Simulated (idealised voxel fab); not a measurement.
Process module name: voxel transistor to metal
Cross-section cut spans 215 nm and uses square cells 5 nm in size.
Cross-section format: a grid of square cells, given as bands from top to bottom; each band is one or more rows of cells. The band entry comprises the height of the band's top followed by the height of its bottom, expressed in nm, and subsequently the band's materials from left to right, each stated together with its width in nm. Where a single material is marked with the word "edge to edge", that material fills the band from edge to edge. The word "empty" represents empty space. Convention: height 0 is the level below which the wafer, as received, is all one material. The lowest band does not terminate at the bottom but continues downward, represented as "0 -> down". A two-number width, for instance "30 to 40", indicates that the width is equal to the first number in the top row of the band and to the second number in the bottom row, and that it changes by a constant amount per row of cells. What does "nothing altered" mean for a step? It means no cell of the cross-section changed in that step. "Completely enclosed voids" specifies each empty space that is not open to the top and that occupies no fewer than 8 cells, using the form width x height at distance, the distance measured from the left edge and all three quantities in nm. Read whatever lies past the settings on a step's line as the simulator's own remark about the step. A step line may carry the setting "overlay nm", which, for steps involving a mask, states the distance by which the mask lay to the right of its intended position; negative values denote displacement to the left.
Steps in the process plan
| 1 | RECEIVE | material Si |
| 2 | CONFORMAL_DEP | material SiO2 | thk nm 5 |
| 3 | CONFORMAL_DEP | material SiN | thk nm 10 |
| 4 | MASKED_ETCH | tone cover | mask id ACTIVE | width nm 105 | etch materials SiN | depth nm 10 | overlay nm 0 |
| 5 | MASKED_ETCH | tone cover | mask id ACTIVE | width nm 105 | etch materials SiO2 | depth nm 5 | overlay nm 0 |
| 6 | MASKED_ETCH | tone cover | mask id ACTIVE | width nm 105 | etch materials Si | depth nm 20 | overlay nm 0 |
| 7 | FILL_DEP | material SiO2 | thk nm 10 |
| 8 | CMP | height nm 15 |
| 9 | SELECTIVE_ETCH | etch materials SiO2 | depth nm 10 |
| 10 | STRIP | etch materials SiN |
| 11 | SELECTIVE_ETCH | etch materials SiO2 | depth nm 5 |
| 12 | OXIDIZE | depth nm 5 |
| 13 | DIRECTIONAL_DEP | material polySi | thk nm 30 |
| 14 | DIRECTIONAL_DEP | material SiCN | thk nm 10 |
| 15 | PATTERN | tone cover | mask id GATE | material resist | width nm 25 | thk nm 20 | overlay nm 0 |
| 16 | DIRECTIONAL_ETCH | etch materials SiCN | depth nm 20 |
| 17 | DIRECTIONAL_ETCH | etch materials polySi | depth nm 40 |
| 18 | STRIP | etch materials resist |
| 19 | CONFORMAL_DEP | material SiN | thk nm 5 |
| 20 | DIRECTIONAL_ETCH | etch materials SiN | depth nm 5 |
| 21 | DIRECTIONAL_ETCH | etch materials SiO2 | depth nm 5 |
| 22 | EPI | material pSi | thk nm 5 |
| 23 | FILL_DEP | material SiO2 | thk nm 10 |
| 24 | CMP | height nm 30 |
| 25 | STRIP | etch materials polySi |
| 26 | SELECTIVE_ETCH | etch materials SiO2 | depth nm 5 |
| 27 | CONFORMAL_DEP | material HfO2 | thk nm 5 |
| 28 | CONFORMAL_DEP | material TiN | thk nm 5 |
| 29 | FILL_DEP | material W | thk nm 5 |
| 30 | CMP | height nm 25 |
| 31 | DIRECTIONAL_DEP | material SiO2 | thk nm 15 |
| 32 | PATTERN | tone open | mask id CONTACT | material resist | width nm 15 | pitch nm 70 | thk nm 15 | overlay nm 0 |
| 33 | DIRECTIONAL_ETCH | etch materials SiO2 | depth nm 40 |
| 34 | STRIP | etch materials resist |
| 35 | CONFORMAL_DEP | material TiN | thk nm 5 |
| 36 | FILL_DEP | material Ru | thk nm 5 |
| 37 | CMP | height nm 40 |
| 38 | DIRECTIONAL_DEP | material TiN | thk nm 5 |
| 39 | DIRECTIONAL_DEP | material W | thk nm 15 |
| 40 | DIRECTIONAL_DEP | material aC | thk nm 15 |
| 41 | PATTERN | tone cover | mask id METAL_1 | material resist | width nm 15 | pitch nm 70 | thk nm 35 | overlay nm 0 |
| 42 | DIRECTIONAL_ETCH | etch materials aC | depth nm 15 |
| 43 | STRIP | etch materials resist |
| 44 | DIRECTIONAL_ETCH | etch materials W | depth nm 15 |
| 45 | DIRECTIONAL_ETCH | etch materials TiN | depth nm 5 |
| 46 | STRIP | etch materials aC |
| 47 | CONFORMAL_DEP | material SiCN | thk nm 5 |
| 48 | FILL_DEP | material lowk | thk nm 5 |
| 49 | CMP | height nm 60 |
| 50 | CONFORMAL_DEP | material SiN | thk nm 5 |
Cross-section of the wafer upon arrival, representing the state reached after step 1
* 0 -> down: Si edge to edge
* Completely enclosed voids: none
The module was run from the start shown above using the plan shown above, but one mistake was made doing it; the resulting wafer cross-section is below
* 65 -> 60: SiN edge to edge
* 60 -> 45: lowk (60); SiCN (5); W (15); SiCN (5); lowk (45); SiCN (5); W (15); SiCN (5); lowk (60)
* 45 -> 40: SiCN (65); TiN (15); SiCN (55); TiN (15); SiCN (65)
* 40 -> 25: SiO2 (65); TiN (5); Ru (5); TiN (5); SiO2 (55); TiN (5); Ru (5); TiN (5); SiO2 (65)
* 25 -> 20: SiO2 (65); TiN (5); Ru (5); TiN (5); SiO2 (10); SiN (5); HfO2 (5); TiN (5); W (5); TiN (5); HfO2 (5); SiN (5); SiO2 (10); TiN (5); Ru (5); TiN (5); SiO2 (65)
* 20 -> 15: SiO2 (65); TiN (15); SiO2 (10); SiN (5); HfO2 (5); TiN (5); W (5); TiN (5); HfO2 (5); SiN (5); SiO2 (10); TiN (15); SiO2 (65)
* 15 -> 5: SiO2 (90); SiN (5); HfO2 (5); TiN (5); W (5); TiN (5); HfO2 (5); SiN (5); SiO2 (90)
* 5 -> 0: SiO2 (90); SiN (5); HfO2 (5); TiN (15); HfO2 (5); SiN (5); SiO2 (90)
* 0 -> -5: SiO2 (50); pSi (40); HfO2 (35); pSi (40); SiO2 (50)
* -5 -> -20: SiO2 (55); Si (105); SiO2 (55)
* -20 -> down: Si edge to edge
* Completely enclosed voids: none
Plan not followed: it should be noted that step 31 of the plan was executed twice
